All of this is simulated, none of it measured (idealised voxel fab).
Proc. module: voxel tone inversion
The cross-section on display is named cut; it measures 250 nm wide, and its cells are 5 nm squares.
Format of a cross-section: grid, square cells. Given as bands. Order: top down. Band: one or more rows of cells. Read a band's entry like this: the first values are the height of its top and the height of its bottom in nm, and what follows is the sequence of materials from left to right, each with its width in nm. Note that "empty" is empty space, and that a single material marked "edge to edge" reaches across the band from edge to edge. It should be noted that heights are counted from 0, beneath which the wafer as supplied is of one material throughout, and that the lowest band possesses no lower boundary but continues downward, as written in "0 -> down". The width entry "30..40" should be interpreted row by row: the top row of cells in the band takes the first number, the bottom row takes the second number, and the change between adjacent rows is uniform throughout. No cell of the cross-section changed in a step that is given as "left unchanged". The entry titled "Closed void list" provides the empty spaces that have no open way to the top, restricted to those of 8 cells or more. Each is presented as width x height at distance, the distance being measured from the left edge, with all three in nm. Past the settings on a step's line: simulator remark, on that step. The setting "overlay nm" may be written on the line of a step. When the step uses a mask, the value reports how far to the right of the planned place the mask lay, and a negative value reports that it lay to the left.
[So here's the lineup of process steps we planned]
1. op RECEIVE | material Si
2. op CONFORMAL_DEP | material SiN | thk nm 5
3. op DIRECTIONAL_DEP | material aC | thk nm 20
4. op PATTERN | tone cover | mask id POSTS | material resist | width nm 20 | pitch nm 45 | thk nm 30 | overlay nm 0
5. op DIRECTIONAL_ETCH | etch materials aC | depth nm 20
6. op STRIP | etch materials resist
7. op FILL_DEP | material SiO2 | thk nm 5
8. op CMP | height nm 25
9. op STRIP | etch materials aC
10. op CONFORMAL_DEP | material TiN | thk nm 5
11. op FILL_DEP | material W | thk nm 5
12. op CMP | height nm 25
13. op CONFORMAL_DEP | material SiCN | thk nm 5
[First of two wafers, processed according to plan]
[Delivered wafer in cross-section: state after step 1]
0 -> down  Si edge to edge
Closed void list: none
[How the wafer stands in section after step 2]
5 -> 0  SiN edge to edge
Unchanged below 0.
[How the wafer stands in section after step 3]
25 -> 5  aC edge to edge
Unchanged below 5.
[How the wafer stands in section after step 4]
55 -> 25  empty: 90 / resist: 20 / empty: 25 / resist: 20 / empty: 95
Unchanged below 25.
[How the wafer stands in section after step 5]
35 -> 25  empty: 90 / resist: 20 / empty: 25 / resist: 20 / empty: 95
25 -> 5  empty: 90 / aC: 20 / empty: 25 / aC: 20 / empty: 95
Unchanged below 5.
[How the wafer stands in section after step 6]
25 -> 5  empty: 90 / aC: 20 / empty: 25 / aC: 20 / empty: 95
Unchanged below 5.
[How the wafer stands in section after step 7]
30 -> 25  SiO2 edge to edge
25 -> 5  SiO2: 90 / aC: 20 / SiO2: 25 / aC: 20 / SiO2: 95
Unchanged below 5.
[How the wafer stands in section after step 8]
25 -> 5  SiO2: 90 / aC: 20 / SiO2: 25 / aC: 20 / SiO2: 95
Unchanged below 5.
[How the wafer stands in section after step 9]
25 -> 5  SiO2: 90 / empty: 20 / SiO2: 25 / empty: 20 / SiO2: 95
Unchanged below 5.
[How the wafer stands in section after step 10]
30 -> 25  TiN: 95 / empty: 10 / TiN: 35 / empty: 10 / TiN: 100
25 -> 10  SiO2: 90 / TiN: 5 / empty: 10 / TiN: 5 / SiO2: 25 / TiN: 5 / empty: 10 / TiN: 5 / SiO2: 95
10 -> 5  SiO2: 90 / TiN: 20 / SiO2: 25 / TiN: 20 / SiO2: 95
Unchanged below 5.
[How the wafer stands in section after step 11]
35 -> 30  W edge to edge
30 -> 25  TiN: 95 / W: 10 / TiN: 35 / W: 10 / TiN: 100
25 -> 10  SiO2: 90 / TiN: 5 / W: 10 / TiN: 5 / SiO2: 25 / TiN: 5 / W: 10 / TiN: 5 / SiO2: 95
Unchanged below 10.
[How the wafer stands in section after step 12]
25 -> 10  SiO2: 90 / TiN: 5 / W: 10 / TiN: 5 / SiO2: 25 / TiN: 5 / W: 10 / TiN: 5 / SiO2: 95
Unchanged below 10.
[How the wafer stands in section after step 13]
30 -> 25  SiCN edge to edge
Unchanged below 25.
[Second wafer: same start and same plan as the first, one execution error; identical to the first through step 3]
[Cross-section of the second wafer corresponding to the planned conclusion of step 4]
55 -> 25  resist: 90 / empty: 20 / resist: 25 / empty: 20 / resist: 95
Unchanged below 25.
[Cross-section of the second wafer corresponding to the planned conclusion of step 5]
35 -> 25  resist: 90 / empty: 20 / resist: 25 / empty: 20 / resist: 95
25 -> 5  aC: 90 / empty: 20 / aC: 25 / empty: 20 / aC: 95
Unchanged below 5.
[Cross-section of the second wafer corresponding to the planned conclusion of step 6]
25 -> 5  aC: 90 / empty: 20 / aC: 25 / empty: 20 / aC: 95
Unchanged below 5.
[Cross-section of the second wafer corresponding to the planned conclusion of step 7]
30 -> 25  SiO2 edge to edge
25 -> 5  aC: 90 / SiO2: 20 / aC: 25 / SiO2: 20 / aC: 95
Unchanged below 5.
[Cross-section of the second wafer corresponding to the planned conclusion of step 8]
25 -> 5  aC: 90 / SiO2: 20 / aC: 25 / SiO2: 20 / aC: 95
Unchanged below 5.
[Cross-section of the second wafer corresponding to the planned conclusion of step 9]
25 -> 5  empty: 90 / SiO2: 20 / empty: 25 / SiO2: 20 / empty: 95
Unchanged below 5.
[Cross-section of the second wafer corresponding to the planned conclusion of step 10]
30 -> 25  empty: 85 / TiN: 30 / empty: 15 / TiN: 30 / empty: 90
25 -> 10  empty: 85 / TiN: 5 / SiO2: 20 / TiN: 5 / empty: 15 / TiN: 5 / SiO2: 20 / TiN: 5 / empty: 90
10 -> 5  TiN: 90 / SiO2: 20 / TiN: 25 / SiO2: 20 / TiN: 95
Unchanged below 5.
[Cross-section of the second wafer corresponding to the planned conclusion of step 11]
35 -> 30  W edge to edge
30 -> 25  W: 85 / TiN: 30 / W: 15 / TiN: 30 / W: 90
25 -> 10  W: 85 / TiN: 5 / SiO2: 20 / TiN: 5 / W: 15 / TiN: 5 / SiO2: 20 / TiN: 5 / W: 90
Unchanged below 10.
[Cross-section of the second wafer corresponding to the planned conclusion of step 12]
25 -> 10  W: 85 / TiN: 5 / SiO2: 20 / TiN: 5 / W: 15 / TiN: 5 / SiO2: 20 / TiN: 5 / W: 90
Unchanged below 10.
[Cross-section of the second wafer corresponding to the planned conclusion of step 13]
30 -> 25  SiCN edge to edge
Unchanged below 25.
Plan not followed: note that step 4 departed from the planned setting and was carried out as op PATTERN | tone open | mask id POSTS | material resist | width nm 20 | pitch nm 45 | thk nm 30 | overlay nm 0
Heads up, by the end the second wafer has more or fewer cells of some materials compared to the first: 136 fewer of SiO2; 34 more of TiN; 102 more of W
